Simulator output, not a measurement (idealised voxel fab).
The name of this process module is voxel transistor to metal.
The width of the displayed cross-section, cut, is 185 nm; its cells are square, with a size of 5 nm.
Cross-section layout: square cells on a grid; listed as bands, top to bottom; a band spans one or more cell rows. Band: top and bottom heights (nm) first, top before bottom; then materials from left to right, widths in nm. "edge to edge" marks a sole material filling the band edge to edge. "blank" denotes empty space. Beneath 0, the wafer as received is one material, and that level is where height counting begins. The lowest band goes on downward without a bottom; it is written like "z 0 and below". The width entry "30->40" should be interpreted row by row: the top row of cells in the band takes the first number, the bottom row takes the second number, and the change between adjacent rows is uniform throughout. You'll sometimes find "nothing changed" written for a step, and that's the way of saying that nowhere in the cross-section did a cell change during that step. Entry "Enclosed empty spaces". Content: empty spaces with no open connection to the top, size 8 cells or greater. Each: width x height at distance. Distance: from left edge. Unit: nm. Heads up: the bit after the settings on a step's line is the simulator's remark on that step. overlay nm: where the mask lay relative to plan, measured to the right, on steps with a mask; negatives go left.
**Below is the list of planned process steps**
| 1 | RECEIVE | material Si |
| 2 | CONFORMAL_DEP | material SiO2 | thk nm 5 |
| 3 | CONFORMAL_DEP | material SiN | thk nm 10 |
| 4 | PATTERN | tone cover | mask id ACTIVE | material resist | width nm 95 | thk nm 20 | overlay nm 0 |
| 5 | DIRECTIONAL_ETCH | etch materials SiN | depth nm 10 |
| 6 | DIRECTIONAL_ETCH | etch materials SiO2 | depth nm 5 |
| 7 | DIRECTIONAL_ETCH | etch materials Si | depth nm 35 |
| 8 | STRIP | etch materials resist |
| 9 | FILL_DEP | material SiO2 | thk nm 5 |
| 10 | CMP | height nm 15 |
| 11 | SELECTIVE_ETCH | etch materials SiO2 | depth nm 10 |
| 12 | STRIP | etch materials SiN |
| 13 | SELECTIVE_ETCH | etch materials SiO2 | depth nm 5 |
| 14 | OXIDIZE | depth nm 5 |
| 15 | DIRECTIONAL_DEP | material polySi | thk nm 25 |
| 16 | DIRECTIONAL_DEP | material SiCN | thk nm 10 |
| 17 | DIRECTIONAL_DEP | material aC | thk nm 10 |
| 18 | PATTERN | tone cover | mask id GATE | material resist | width nm 25 | thk nm 30 | overlay nm 0 |
| 19 | DIRECTIONAL_ETCH | etch materials aC | depth nm 10 |
| 20 | STRIP | etch materials resist |
| 21 | DIRECTIONAL_ETCH | etch materials SiCN | depth nm 20 |
| 22 | DIRECTIONAL_ETCH | etch materials polySi | depth nm 35 |
| 23 | STRIP | etch materials aC |
| 24 | CONFORMAL_DEP | material SiN | thk nm 5 |
| 25 | DIRECTIONAL_ETCH | etch materials SiN | depth nm 5 |
| 26 | DIRECTIONAL_ETCH | etch materials SiO2 | depth nm 5 |
| 27 | DIRECTIONAL_ETCH | etch materials Si | depth nm 10 |
| 28 | EPI | material pSi | thk nm 10 |
| 29 | FILL_DEP | material SiO2 | thk nm 10 |
| 30 | CMP | height nm 25 |
| 31 | STRIP | etch materials polySi |
| 32 | SELECTIVE_ETCH | etch materials SiO2 | depth nm 5 |
| 33 | CONFORMAL_DEP | material HfO2 | thk nm 5 |
| 34 | CONFORMAL_DEP | material TiN | thk nm 5 |
| 35 | FILL_DEP | material W | thk nm 5 |
| 36 | CMP | height nm 20 |
| 37 | DIRECTIONAL_DEP | material SiO2 | thk nm 10 |
| 38 | PATTERN | tone open | mask id CONTACT | material resist | width nm 15 | pitch nm 70 | thk nm 15 | overlay nm 0 |
| 39 | DIRECTIONAL_ETCH | etch materials SiO2 | depth nm 35 |
| 40 | STRIP | etch materials resist |
| 41 | CONFORMAL_DEP | material TiN | thk nm 5 |
| 42 | FILL_DEP | material Ru | thk nm 5 |
| 43 | CMP | height nm 30 |
| 44 | CONFORMAL_DEP | material SiN | thk nm 5 |
| 45 | DIRECTIONAL_DEP | material SiO2 | thk nm 15 |
| 46 | PATTERN | tone open | mask id METAL_1 | material resist | width nm 15 | pitch nm 70 | thk nm 20 | overlay nm 0 |
| 47 | DIRECTIONAL_ETCH | etch materials SiO2 | depth nm 15 |
| 48 | DIRECTIONAL_ETCH | etch materials SiN | depth nm 5 |
| 49 | STRIP | etch materials resist |
| 50 | CONFORMAL_DEP | material TiN | thk nm 5 |
| 51 | FILL_DEP | material Cu | thk nm 5 |
| 52 | CMP | height nm 50 |
| 53 | EPI | material Ru | thk nm 5 |
| 54 | FILL_DEP | material SiCN | thk nm 5 |
| 55 | DIRECTIONAL_DEP | material lowk | thk nm 30 |
| 56 | MASKED_ETCH | tone open | mask id METAL_2 | width nm 15 | pitch nm 70 | etch materials lowk | depth nm 20 | overlay nm 0 |
| 57 | MASKED_ETCH | tone open | mask id METAL_2_HOLES | width nm 15 | pitch nm 70 | etch materials lowk | depth nm 10 | overlay nm -15 |
| 58 | MASKED_ETCH | tone open | mask id METAL_2_HOLES | width nm 15 | pitch nm 70 | etch materials SiCN | depth nm 5 | overlay nm 0 |
| 59 | CONFORMAL_DEP | material TiN | thk nm 5 |
| 60 | FILL_DEP | material Cu | thk nm 5 |
| 61 | CMP | height nm 90 |
| 62 | CONFORMAL_DEP | material SiN | thk nm 5 |
Quick note for whoever runs this: the wafers start identical, but the overlay nm at step 57 isn't the same across them. The plan just shows what the first wafer had.
**The first of several wafers in cross-section, exactly as it reached us after step 1**
	z 0 and below  Si edge to edge
	Enclosed empty spaces: none
**Below: a row per wafer. Contents at end of module: for every material, cells gained since receipt (+) or lost since receipt (-); then closed voids**
overlay nm -15; +18 Cu; +15 HfO2; +22 Ru; -169 Si; +64 SiCN; +76 SiN; +375 SiO2; +81 TiN; +3 W; +186 lowk; +32 pSi; Enclosed empty spaces: none
overlay nm -10; +16 Cu; +15 HfO2; +22 Ru; -169 Si; +62 SiCN; +76 SiN; +375 SiO2; +85 TiN; +3 W; +186 lowk; +32 pSi; Enclosed empty spaces: none
overlay nm -5; +14 Cu; +15 HfO2; +22 Ru; -169 Si; +60 SiCN; +76 SiN; +375 SiO2; +89 TiN; +3 W; +186 lowk; +32 pSi; Enclosed empty spaces: none
overlay nm 0; +18 Cu; +15 HfO2; +22 Ru; -169 Si; +58 SiCN; +76 SiN; +375 SiO2; +87 TiN; +3 W; +186 lowk; +32 pSi; Enclosed empty spaces: none
overlay nm 5; +14 Cu; +15 HfO2; +22 Ru; -169 Si; +60 SiCN; +76 SiN; +375 SiO2; +89 TiN; +3 W; +186 lowk; +32 pSi; Enclosed empty spaces: none
overlay nm 10; +16 Cu; +15 HfO2; +22 Ru; -169 Si; +62 SiCN; +76 SiN; +375 SiO2; +85 TiN; +3 W; +186 lowk; +32 pSi; Enclosed empty spaces: none
overlay nm 15; +18 Cu; +15 HfO2; +22 Ru; -169 Si; +64 SiCN; +76 SiN; +375 SiO2; +81 TiN; +3 W; +186 lowk; +32 pSi; Enclosed empty spaces: none
